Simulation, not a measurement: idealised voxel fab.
The document below concerns the process module designated voxel quadruple lines.
Cross-section cut spans 165 nm and uses square cells 5 nm in size.
Just so we're on the same page, the cross-sections are grids of square cells, and they're listed out in bands top to bottom, each band one or more rows deep. Quick guide to a band line: top height, bottom height (nm) up front; then every material left to right with its width in nm. Only one material and it's marked "edge to edge"? Then it fills the band edge to edge. And "blank" just means empty space. Heights from 0 (as-received wafer is one material below). Bottom band endless downward, as "0..down". Note: "30..40" means the width goes from the first number (top row of the band) to the second number (bottom row) in equal steps per row of cells. It should be understood that the words "no modification", when stated for a given step, signify that the cross-section underwent no change in any of its cells during that step. Heads up: "Enclosed cavities" only lists the empty pockets with no open path to the top that are 8 cells or more, and it writes them as width x height at distance, distance from the left edge, in nm. Heads up: the bit after the settings on a step's line is the simulator's remark on that step. "overlay nm" on a masked step: distance the mask lay right of its planned place, negative for left.
**So here's the lineup of process steps we planned**
1) RECEIVE [material Si]
2) CONFORMAL_DEP [material SiO2] [thk nm 10]
3) DIRECTIONAL_DEP [material Ru] [thk nm 10]
4) DIRECTIONAL_DEP [material polySi] [thk nm 20]
5) DIRECTIONAL_DEP [material aC] [thk nm 25]
6) PATTERN [tone cover] [mask id MANDREL] [material resist] [width nm 25] [thk nm 35] [overlay nm 0]
7) DIRECTIONAL_ETCH [etch materials aC] [depth nm 25]
8) STRIP [etch materials resist]
9) CONFORMAL_DEP [material SiO2] [thk nm 15]
10) DIRECTIONAL_ETCH [etch materials SiO2] [depth nm 15]
11) STRIP [etch materials aC]
12) DIRECTIONAL_ETCH [etch materials polySi] [depth nm 20]
13) STRIP [etch materials SiO2]
14) CONFORMAL_DEP [material SiN] [thk nm 5]
15) DIRECTIONAL_ETCH [etch materials SiN] [depth nm 5]
16) STRIP [etch materials polySi]
17) DIRECTIONAL_ETCH [etch materials Ru] [depth nm 10]
18) STRIP [etch materials SiN]
19) FILL_DEP [material lowk] [thk nm 10]
20) CMP [height nm 20]
**Wafer at receipt (post step 1), cross-section**
0..down | Si edge to edge
Enclosed cavities: none
**Cross-section at module end, one run error; start and plan unchanged from above**
20..10 | lowk: 45, then Ru: 5, then lowk: 15, then Ru: 5, then lowk: 15, then Ru: 5, then lowk: 15, then Ru: 5, then lowk: 55
10..0 | SiO2 edge to edge
0..down | Si edge to edge
Enclosed cavities: none
What went wrong in running the wafer? not per plan at step 6, really ran PATTERN [tone cover] [mask id MANDREL] [material resist] [width nm 25] [thk nm 35] [overlay nm -5]
